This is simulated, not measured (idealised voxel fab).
process module | voxel fin reveal
cross-section cut | 210 nm wide | cells 5 nm
A cross-section is a grid of square cells, given in bands from the top down. A band is one or more rows of cells.
Each band's line starts with the height of the band's top and of its bottom, in nm. Then come its materials from left to right, each with its width in nm. One material with "throughout" fills the band from edge to edge. "air" is empty space.
Height 0 is the level under which the wafer as received is all one material. The lowest band goes on downwards, as in "0 down".
A width such as "30 to 40" changes by the same amount from each row of cells to the next, from the band's top row to its bottom row.
"no change" after a step means that no cell of the cross-section changed.
closed voids: empty space of 8 cells or more with no open way to the top, each as width x height at its distance from the left edge, in nm
after a step's settings: what the simulator itself notes on the step
overlay nm, on a step with a mask: how far to the right of its planned place the mask lay; to the left if negative
plan
1 op RECEIVE | material Si
2 op CONFORMAL_DEP | material SiN | thk nm 10
3 op PATTERN | tone cover | mask id FINS | material resist | width nm 15 | pitch nm 40 | thk nm 20 | overlay nm 0
4 op DIRECTIONAL_ETCH | etch materials SiN | depth nm 10
5 op DIRECTIONAL_ETCH | etch materials Si | depth nm 40
6 op STRIP | etch materials resist
7 op OXIDIZE | depth nm 5
8 op FILL_DEP | material SiO2 | thk nm 5
9 op CMP | height nm 10
10 op SELECTIVE_ETCH | etch materials SiO2 | depth nm 20
11 op STRIP | etch materials SiN
12 op CONFORMAL_DEP | material HfO2 | thk nm 5
first wafer, as planned
as received, after step 1
  0 down: Si throughout
  closed voids: none
after step 2
  10 to 0: SiN throughout
  below 0: unchanged
after step 3
  30 to 10: air 55 | resist 15 | air 25 | resist 15 | air 25 | resist 15 | air 60
  below 10: unchanged
after step 4
  30 to 10: air 55 | resist 15 | air 25 | resist 15 | air 25 | resist 15 | air 60
  10 to 0: air 55 | SiN 15 | air 25 | SiN 15 | air 25 | SiN 15 | air 60
  below 0: unchanged
after step 5
  30 to 10: air 55 | resist 15 | air 25 | resist 15 | air 25 | resist 15 | air 60
  10 to 0: air 55 | SiN 15 | air 25 | SiN 15 | air 25 | SiN 15 | air 60
  0 to -40: air 55 | Si 15 | air 25 | Si 15 | air 25 | Si 15 | air 60
  below -40: unchanged
after step 6
  10 to 0: air 55 | SiN 15 | air 25 | SiN 15 | air 25 | SiN 15 | air 60
  below 0: unchanged
after step 7
  10 to 0: air 55 | SiN 15 | air 25 | SiN 15 | air 25 | SiN 15 | air 60
  0 to -40: air 55 | SiO2 5 | Si 5 | SiO2 5 | air 25 | SiO2 5 | Si 5 | SiO2 5 | air 25 | SiO2 5 | Si 5 | SiO2 5 | air 60
  -40 to -45: SiO2 60 | Si 5 | SiO2 35 | Si 5 | SiO2 35 | Si 5 | SiO2 65
  below -45: unchanged
after step 8
  15 to 10: SiO2 throughout
  10 to 0: SiO2 55 | SiN 15 | SiO2 25 | SiN 15 | SiO2 25 | SiN 15 | SiO2 60
  0 to -45: SiO2 60 | Si 5 | SiO2 35 | Si 5 | SiO2 35 | Si 5 | SiO2 65
  below -45: unchanged
after step 9
  10 to 0: SiO2 55 | SiN 15 | SiO2 25 | SiN 15 | SiO2 25 | SiN 15 | SiO2 60
  below 0: unchanged
after step 10
  10 to 0: air 55 | SiN 15 | air 25 | SiN 15 | air 25 | SiN 15 | air 60
  0 to -10: air 60 | Si 5 | air 35 | Si 5 | air 35 | Si 5 | air 65
  below -10: unchanged
after step 11
  0 to -10: air 60 | Si 5 | air 35 | Si 5 | air 35 | Si 5 | air 65
  below -10: unchanged
after step 12
  5 to 0: air 55 | HfO2 15 | air 25 | HfO2 15 | air 25 | HfO2 15 | air 60
  0 to -5: air 55 | HfO2 5 | Si 5 | HfO2 5 | air 25 | HfO2 5 | Si 5 | HfO2 5 | air 25 | HfO2 5 | Si 5 | HfO2 5 | air 60
  -5 to -10: HfO2 60 | Si 5 | HfO2 35 | Si 5 | HfO2 35 | Si 5 | HfO2 65
  below -10: unchanged
second wafer: like start, like plan, one mistake. Through step 10 it matches the first wafer
when step 11 should have ended
  10 to 0: air 55 | SiN 15 | air 25 | SiN 15 | air 25 | SiN 15 | air 60
  0 to -45: air 60 | Si 5 | air 35 | Si 5 | air 35 | Si 5 | air 65
  below -45: unchanged
when step 12 should have ended
  15 to 10: air 50 | HfO2 25 | air 15 | HfO2 25 | air 15 | HfO2 25 | air 55
  10 to 0: air 50 | HfO2 5 | SiN 15 | HfO2 5 | air 15 | HfO2 5 | SiN 15 | HfO2 5 | air 15 | HfO2 5 | SiN 15 | HfO2 5 | air 55
  0 to -5: air 50 | HfO2 10 | Si 5 | HfO2 10 | air 15 | HfO2 10 | Si 5 | HfO2 10 | air 15 | HfO2 10 | Si 5 | HfO2 10 | air 55
  -5 to -40: air 55 | HfO2 5 | Si 5 | HfO2 5 | air 25 | HfO2 5 | Si 5 | HfO2 5 | air 25 | HfO2 5 | Si 5 | HfO2 5 | air 60
  -40 to -45: HfO2 60 | Si 5 | HfO2 35 | Si 5 | HfO2 35 | Si 5 | HfO2 65
  below -45: unchanged
what went wrong: step 11 ran as: op STRIP | etch materials SiO2
at the end the second wafer has, in cells: 66 more of HfO2 | 18 more of SiN | 273 fewer of SiO2
